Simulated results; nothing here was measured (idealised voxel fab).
A process module follows: voxel ribs on slabs.
We display cut, a cross-section 230 nm in width whose square cells are each 5 nm.
Format of a cross-section: grid, square cells. Given as bands. Order: top down. Band: one or more rows of cells. In this notation a band is specified by the heights of its top and bottom, in that order and in nm, after which its materials appear from left to right, each paired with its width in nm. The word "all across" attached to a single material means that material fills the band from edge to edge; the word "blank" stands for empty space. It should be noted that heights are counted from 0, beneath which the wafer as supplied is of one material throughout, and that the lowest band possesses no lower boundary but continues downward, as written in "0..down". Quick explanation for "30 to 40": the width changes in equal steps down the rows of cells, from the first number in the band's top row to the second number in its bottom row. What does "no change" mean for a step? It means no cell of the cross-section changed in that step. "Unvented internal voids": sealed empty spaces, 8 cells or more, no open way to top, listed width x height at distance, with distance from the left edge and width, height and distance in nm. Anything after a step's settings on that line? It's the simulator's own note about the step. What "overlay nm" on a step's line means: if the step has a mask, that mask lay this far to the right of its planned place, or, when the value is negative, to the left.
PLAN
1: RECEIVE [material Si]
2: DIRECTIONAL_DEP [material SiO2] [thk nm 25]
3: DIRECTIONAL_DEP [material polySi] [thk nm 15]
4: PATTERN [tone cover] [mask id RIB] [material resist] [width nm 25] [thk nm 15] [overlay nm 0]
5: DIRECTIONAL_ETCH [etch materials polySi] [depth nm 10]
6: STRIP [etch materials resist]
7: DIRECTIONAL_DEP [material aC] [thk nm 15]
8: PATTERN [tone cover] [mask id SLAB] [material resist] [width nm 85] [thk nm 30] [overlay nm 0]
9: DIRECTIONAL_ETCH [etch materials aC] [depth nm 15]
10: STRIP [etch materials resist]
11: DIRECTIONAL_ETCH [etch materials polySi] [depth nm 5]
12: STRIP [etch materials aC]
13: FILL_DEP [material SiO2] [thk nm 20]
14: CMP [height nm 50]
15: DIRECTIONAL_DEP [material TiN] [thk nm 10]
16: PATTERN [tone cover] [mask id HEATER] [material resist] [width nm 35] [thk nm 15] [overlay nm 0]
17: DIRECTIONAL_ETCH [etch materials TiN] [depth nm 10]
18: STRIP [etch materials resist]
19: CONFORMAL_DEP [material SiN] [thk nm 10]
DELIVERED WAFER IN CROSS-SECTION: STATE AFTER STEP 1
    0..down  Si all across
    Unvented internal voids: none
POST-MODULE CROSS-SECTION OF THE FIRST OF TWO WAFERS (RUN PER PLAN)
    70..60  85 of blank, 55 of SiN, 90 of blank
    60..50  95 of SiN, 35 of TiN, 100 of SiN
    50..40  SiO2 all across
    40..30  100 of SiO2, 25 of polySi, 105 of SiO2
    30..25  70 of SiO2, 85 of polySi, 75 of SiO2
    25..0  SiO2 all across
    0..down  Si all across
    Unvented internal voids: none
SAME START, SAME PLAN AS THE FIRST WAFER - BUT ONE MISTAKE IN THE RUN. CROSS-SECTION OF THE SECOND OF THE TWO AT THE END OF THE MODULE
    70..60  85 of blank, 60 of SiN, 85 of blank
    60..50  95 of SiN, 40 of TiN, 95 of SiN
    50..40  SiO2 all across
    40..30  100 of SiO2, 25 of polySi, 105 of SiO2
    30..25  70 of SiO2, 85 of polySi, 75 of SiO2
    25..0  SiO2 all across
    0..down  Si all across
    Unvented internal voids: none
Heads up, the wafer didn't run the way we planned it: step 16 ran with different settings than intended, the actual operation and settings being PATTERN [tone cover] [mask id HEATER] [material resist] [width nm 40] [thk nm 15] [overlay nm 0]
Final difference in cells, second wafer against first, listed per material as more or fewer: 2 more of TiN
